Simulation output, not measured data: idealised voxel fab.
Process module heading - voxel ribs on slabs
It is cross-section cut that appears here, measuring 205 nm in width, its square cells being 5 nm in size.
A cross-section in this document is a grid of square cells, and it is written down as bands, the top band listed before the ones below it; a band is made up of one or more rows of cells.
Top height, bottom height, nm. Materials left to right, width each, nm. Single material + "everywhere" = fills band edge to edge. "blank" = empty.
Where do heights start? At 0: under that level the wafer as delivered is made of one material only. And the lowest band has no floor; it just carries on downward, as in "top 0, no bottom".
The notation "30->40" denotes a width that varies across the rows of cells in the band, beginning at the first number in the top row, finishing at the second number in the bottom row, and changing by an identical amount from each row to the next.
"no alteration" (step): cross-section cells unchanged, all of them.
The label "Completely sealed voids" introduces a list of the empty spaces, 8 cells or larger, that have no open way up to the top; each entry in it reads width x height at distance, where the distance is taken from the left edge and all three are stated in nm.
On each step's line, the part that comes after the settings is the simulator's own comment on the step.
You can add "overlay nm" to a step's line. For a step with a mask, it describes how far the mask lay to the right of its planned position, and a negative number describes a lay to the left.
So here's the lineup of process steps we planned:
1 RECEIVE, material Si
2 DIRECTIONAL_DEP, material SiO2, thk nm 25
3 DIRECTIONAL_DEP, material SiN, thk nm 15
4 DIRECTIONAL_DEP, material aC, thk nm 10
5 PATTERN, tone cover, mask id RIB, material resist, width nm 20, thk nm 25, overlay nm 0
6 DIRECTIONAL_ETCH, etch materials aC, depth nm 10
7 STRIP, etch materials resist
8 DIRECTIONAL_ETCH, etch materials SiN, depth nm 5
9 STRIP, etch materials aC
10 MASKED_ETCH, tone cover, mask id SLAB, width nm 60, etch materials SiN, depth nm 10, overlay nm 0
11 FILL_DEP, material SiO2, thk nm 15
12 CMP, height nm 50
13 DIRECTIONAL_DEP, material W, thk nm 10
14 PATTERN, tone cover, mask id HEATER, material resist, width nm 30, thk nm 15, overlay nm 0
15 DIRECTIONAL_ETCH, etch materials W, depth nm 10
16 STRIP, etch materials resist
17 CONFORMAL_DEP, material SiN, thk nm 5
As received, after step 1:
	top 0, no bottom = Si everywhere
	Completely sealed voids: none
As-planned run: cross-section of the first of two wafers at end of module:
	top 65, bottom 60 = blank 80, SiN 40, blank 85
	top 60, bottom 55 = blank 80, SiN 5, W 30, SiN 5, blank 85
	top 55, bottom 50 = SiN 85, W 30, SiN 90
	top 50, bottom 40 = SiO2 everywhere
	top 40, bottom 35 = SiO2 90, SiN 20, SiO2 95
	top 35, bottom 25 = SiO2 70, SiN 60, SiO2 75
	top 25, bottom 0 = SiO2 everywhere
	top 0, no bottom = Si everywhere
	Completely sealed voids: none
Same start, same plan as the first wafer - but one mistake in the run. Cross-section of the second of the two at the end of the module:
	top 65, bottom 60 = blank 75, SiN 40, blank 90
	top 60, bottom 55 = blank 75, SiN 5, W 30, SiN 5, blank 90
	top 55, bottom 50 = SiN 80, W 30, SiN 95
	top 50, bottom 40 = SiO2 everywhere
	top 40, bottom 35 = SiO2 90, SiN 20, SiO2 95
	top 35, bottom 25 = SiO2 70, SiN 60, SiO2 75
	top 25, bottom 0 = SiO2 everywhere
	top 0, no bottom = Si everywhere
	Completely sealed voids: none
Run error: planned and actual differ for step 14; actual: PATTERN, tone cover, mask id HEATER, material resist, width nm 30, thk nm 15, overlay nm -5
at the end the second wafer has, in cells: as many of each material as the first, in other places
